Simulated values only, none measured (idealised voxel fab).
process module | voxel released beams
cross-section cut | 205 nm wide | cells 5 nm
A cross-section is a grid of square cells, given in bands from the top down. A band is one or more rows of cells.
Each band's line starts with the height of the band's top and of its bottom, in nm. Then come its materials from left to right, each with its width in nm. One material with "throughout" fills the band from edge to edge. "air" is empty space.
Height 0 is the level under which the wafer as received is all one material. The lowest band goes on downwards, as in "0 down".
A width such as "30 to 40" changes by the same amount from each row of cells to the next, from the band's top row to its bottom row.
"no change" after a step means that no cell of the cross-section changed.
closed voids: empty space of 8 cells or more with no open way to the top, each as width x height at its distance from the left edge, in nm
after a step's settings: what the simulator itself notes on the step
overlay nm, on a step with a mask: how far to the right of its planned place the mask lay; to the left if negative
plan
1 op RECEIVE | material Si
2 op CONFORMAL_DEP | material SiN | thk nm 10
3 op DIRECTIONAL_DEP | material SiO2 | thk nm 15
4 op MASKED_ETCH | tone open | mask id ANCHOR | width nm 45 | etch materials SiO2 | depth nm 15 | overlay nm 0
5 op CONFORMAL_DEP | material TiN | thk nm 15
6 op MASKED_ETCH | tone cover | mask id BEAM | width nm 95 | etch materials TiN | depth nm 15 | overlay nm 0
7 op STRIP | etch materials SiO2
first wafer, as planned
as received, after step 1
  0 down: Si throughout
  closed voids: none
after step 2
  10 to 0: SiN throughout
  below 0: unchanged
after step 3
  25 to 10: SiO2 throughout
  below 10: unchanged
after step 4
  25 to 10: SiO2 55 | air 45 | SiO2 105
  below 10: unchanged
after step 5
  40 to 25: TiN 70 | air 15 | TiN 120
  25 to 10: SiO2 55 | TiN 45 | SiO2 105
  below 10: unchanged
after step 6
  40 to 25: air 50 | TiN 20 | air 15 | TiN 60 | air 60
  below 25: unchanged
after step 7
  40 to 25: air 50 | TiN 20 | air 15 | TiN 60 | air 60
  25 to 10: air 55 | TiN 45 | air 105
  below 10: unchanged
second wafer: like start, like plan, one mistake. Through step 3 it matches the first wafer
when step 4 should have ended
  25 to 10: SiO2 50 | air 45 | SiO2 110
  below 10: unchanged
when step 5 should have ended
  40 to 25: TiN 65 | air 15 | TiN 125
  25 to 10: SiO2 50 | TiN 45 | SiO2 110
  below 10: unchanged
when step 6 should have ended
  40 to 25: air 50 | TiN 15 | air 15 | TiN 65 | air 60
  below 25: unchanged
when step 7 should have ended
  40 to 25: air 50 | TiN 15 | air 15 | TiN 65 | air 60
  25 to 10: air 50 | TiN 45 | air 110
  below 10: unchanged
what went wrong: step 4 ran as: op MASKED_ETCH | tone open | mask id ANCHOR | width nm 45 | etch materials SiO2 | depth nm 15 | overlay nm -5
at the end the second wafer has, in cells: as many of each material as the first, in other places
